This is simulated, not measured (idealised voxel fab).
process module | voxel gate over fins
cross-section cut | 185 nm wide | cells 5 nm
A cross-section is a grid of square cells, given in bands from the top down. A band is one or more rows of cells.
Each band's line starts with the height of the band's top and of its bottom, in nm. Then come its materials from left to right, each with its width in nm. One material with "throughout" fills the band from edge to edge. "air" is empty space.
Height 0 is the level under which the wafer as received is all one material. The lowest band goes on downwards, as in "0 down".
A width such as "30 to 40" changes by the same amount from each row of cells to the next, from the band's top row to its bottom row.
"no change" after a step means that no cell of the cross-section changed.
closed voids: empty space of 8 cells or more with no open way to the top, each as width x height at its distance from the left edge, in nm
after a step's settings: what the simulator itself notes on the step
overlay nm, on a step with a mask: how far to the right of its planned place the mask lay; to the left if negative
plan
1 op RECEIVE | material Si
2 op CONFORMAL_DEP | material SiN | thk nm 10
3 op PATTERN | tone cover | mask id FINS | material resist | width nm 15 | pitch nm 45 | thk nm 20 | overlay nm 0
4 op DIRECTIONAL_ETCH | etch materials SiN | depth nm 10
5 op DIRECTIONAL_ETCH | etch materials Si | depth nm 35
6 op STRIP | etch materials resist
7 op FILL_DEP | material SiO2 | thk nm 5
8 op CMP | height nm 10
9 op SELECTIVE_ETCH | etch materials SiO2 | depth nm 20
10 op STRIP | etch materials SiN
11 op CONFORMAL_DEP | material HfO2 | thk nm 5
12 op CONFORMAL_DEP | material TiN | thk nm 5
13 op CONFORMAL_DEP | material TiAl | thk nm 5
14 op CONFORMAL_DEP | material TiN | thk nm 5
15 op FILL_DEP | material W | thk nm 15
16 op CMP | height nm 30
17 op CONFORMAL_DEP | material SiN | thk nm 5
varied across the wafers: thk nm of step 13. The plan shows the first wafer's value. All wafers start alike
first wafer as received, after step 1
  0 down: Si throughout
  closed voids: none
first wafer at the end, after step 17
  35 to 30: SiN throughout
  30 to 20: W throughout
  20 to 15: W 40 | TiN 100 | W 45
  15 to 10: W 40 | TiN 5 | TiAl 90 | TiN 5 | W 45
  10 to 5: TiN 45 | TiAl 5 | TiN 35 | TiAl 10 | TiN 35 | TiAl 5 | TiN 50
  5 to 0: TiAl 50 | TiN 5 | HfO2 25 | TiN 5 | TiAl 10 | TiN 5 | HfO2 25 | TiN 5 | TiAl 55
  0 to -5: TiN 55 | HfO2 5 | Si 15 | HfO2 5 | TiN 20 | HfO2 5 | Si 15 | HfO2 5 | TiN 60
  -5 to -10: HfO2 60 | Si 15 | HfO2 30 | Si 15 | HfO2 65
  -10 to -35: SiO2 60 | Si 15 | SiO2 30 | Si 15 | SiO2 65
  -35 down: Si throughout
  closed voids: none
last wafer at the end
  35 to 30: SiN throughout
  30 to 25: W 25 | TiN 5 | TiAl 120 | TiN 5 | W 30
  25 to 20: TiN 30 | TiAl 120 | TiN 35
  20 to 10: TiAl throughout
  10 to 5: TiAl 50 | TiN 35 | TiAl 10 | TiN 35 | TiAl 55
  5 to 0: TiAl 50 | TiN 5 | HfO2 25 | TiN 5 | TiAl 10 | TiN 5 | HfO2 25 | TiN 5 | TiAl 55
  0 to -5: TiN 55 | HfO2 5 | Si 15 | HfO2 5 | TiN 20 | HfO2 5 | Si 15 | HfO2 5 | TiN 60
  -5 to -10: HfO2 60 | Si 15 | HfO2 30 | Si 15 | HfO2 65
  -10 to -35: SiO2 60 | Si 15 | SiO2 30 | Si 15 | SiO2 65
  -35 down: Si throughout
  closed voids: none
each wafer at the end: cells of each material gained (+) or lost (-) since it was received, then its closed voids
thk nm 5 | +45 HfO2 | -217 Si | +37 SiN | +155 SiO2 | +45 TiAl | +86 TiN | +108 W | closed voids: none
thk nm 10 | +45 HfO2 | -217 Si | +37 SiN | +155 SiO2 | +86 TiAl | +86 TiN | +67 W | closed voids: none
thk nm 15 | +45 HfO2 | -217 Si | +37 SiN | +155 SiO2 | +127 TiAl | +86 TiN | +26 W | closed voids: none
thk nm 20 | +45 HfO2 | -217 Si | +37 SiN | +155 SiO2 | +168 TiAl | +60 TiN | +11 W | closed voids: none
